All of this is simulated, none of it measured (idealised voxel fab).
process module | voxel capacitor over wiring
cross-section cut | 140 nm wide | cells 5 nm
A cross-section is a grid of square cells, given in bands from the top down. A band is one or more rows of cells.
Each band's line starts with the height of the band's top and of its bottom, in nm. Then come its materials from left to right, each with its width in nm. One material with "throughout" fills the band from edge to edge. "air" is empty space.
Height 0 is the level under which the wafer as received is all one material. The lowest band goes on downwards, as in "0 down".
A width such as "30 to 40" changes by the same amount from each row of cells to the next, from the band's top row to its bottom row.
"no change" after a step means that no cell of the cross-section changed.
closed voids: empty space of 8 cells or more with no open way to the top, each as width x height at its distance from the left edge, in nm
after a step's settings: what the simulator itself notes on the step
overlay nm, on a step with a mask: how far to the right of its planned place the mask lay; to the left if negative
plan
1 op RECEIVE | material Si
2 op CONFORMAL_DEP | material SiO2 | thk nm 10
3 op CONFORMAL_DEP | material SiN | thk nm 5
4 op DIRECTIONAL_DEP | material SiO2 | thk nm 15
5 op DIRECTIONAL_DEP | material aC | thk nm 10
6 op PATTERN | tone open | mask id METAL_1 | material resist | width nm 25 | pitch nm 80 | thk nm 25 | overlay nm 0
7 op DIRECTIONAL_ETCH | etch materials aC | depth nm 10
8 op STRIP | etch materials resist
9 op DIRECTIONAL_ETCH | etch materials SiO2 | depth nm 15
10 op DIRECTIONAL_ETCH | etch materials SiN | depth nm 5
11 op STRIP | etch materials aC
12 op CONFORMAL_DEP | material TiN | thk nm 5
13 op FILL_DEP | material W | thk nm 10
14 op CMP | height nm 30
15 op EPI | material Ru | thk nm 5
16 op FILL_DEP | material SiCN | thk nm 5
17 op DIRECTIONAL_DEP | material SiO2 | thk nm 20
18 op DIRECTIONAL_DEP | material aC | thk nm 15
19 op PATTERN | tone open | mask id PLUG_1 | material resist | width nm 15 | thk nm 30 | overlay nm 0
20 op DIRECTIONAL_ETCH | etch materials aC | depth nm 15
21 op STRIP | etch materials resist
22 op DIRECTIONAL_ETCH | etch materials SiO2 | depth nm 20
23 op DIRECTIONAL_ETCH | etch materials SiCN | depth nm 5
24 op STRIP | etch materials aC
25 op EPI | material Ru | thk nm 10
26 op EPI | material Ru | thk nm 10
27 op EPI | material Ru | thk nm 5
28 op DIRECTIONAL_DEP | material TiN | thk nm 10
29 op DIRECTIONAL_DEP | material SiN | thk nm 5
30 op DIRECTIONAL_DEP | material TiN | thk nm 10
31 op DIRECTIONAL_DEP | material aC | thk nm 15
32 op PATTERN | tone cover | mask id UPPER_PLATE | material resist | width nm 60 | thk nm 35 | overlay nm 0
33 op DIRECTIONAL_ETCH | etch materials aC | depth nm 15
34 op STRIP | etch materials resist
35 op DIRECTIONAL_ETCH | etch materials TiN | depth nm 10
36 op DIRECTIONAL_ETCH | etch materials SiN | depth nm 5
37 op STRIP | etch materials aC
38 op DIRECTIONAL_DEP | material aC | thk nm 15
39 op PATTERN | tone cover | mask id LOWER_PLATE | material resist | width nm 70 | thk nm 30 | overlay nm 0
40 op DIRECTIONAL_ETCH | etch materials aC | depth nm 15
41 op STRIP | etch materials resist
42 op DIRECTIONAL_ETCH | etch materials TiN | depth nm 10
43 op STRIP | etch materials aC
44 op FILL_DEP | material SiO2 | thk nm 15
45 op CMP | height nm 95
46 op DIRECTIONAL_DEP | material aC | thk nm 15
47 op PATTERN | tone open | mask id PLUG_2 | material resist | width nm 15 | thk nm 35 | overlay nm 0
48 op DIRECTIONAL_ETCH | etch materials aC | depth nm 15
49 op STRIP | etch materials resist
50 op DIRECTIONAL_ETCH | etch materials SiO2 | depth nm 10
51 op STRIP | etch materials aC
52 op CONFORMAL_DEP | material TiN | thk nm 5
53 op FILL_DEP | material Cu | thk nm 5
54 op CMP | height nm 95
55 op CONFORMAL_DEP | material SiCN | thk nm 5
as received, after step 1
  0 down: Si throughout
  closed voids: none
a wafer at the end: this start, this plan, one mistake
  90 to 85: SiCN throughout
  85 to 75: SiO2 25 | TiN 60 | SiO2 55
  75 to 70: SiO2 25 | SiN 60 | SiO2 55
  70 to 60: SiO2 20 | TiN 70 | SiO2 50
  60 to 40: SiO2 25 | Ru 15 | SiO2 100
  40 to 35: SiCN 25 | Ru 15 | SiCN 100
  35 to 30: SiCN 10 | Ru 35 | SiCN 45 | Ru 35 | SiCN 15
  30 to 15: SiO2 15 | TiN 5 | W 15 | TiN 5 | SiO2 55 | TiN 5 | W 15 | TiN 5 | SiO2 20
  15 to 10: SiN 15 | TiN 25 | SiN 55 | TiN 25 | SiN 20
  10 to 0: SiO2 throughout
  0 down: Si throughout
  closed voids: none
what went wrong: step 54 ran as: op CMP | height nm 85
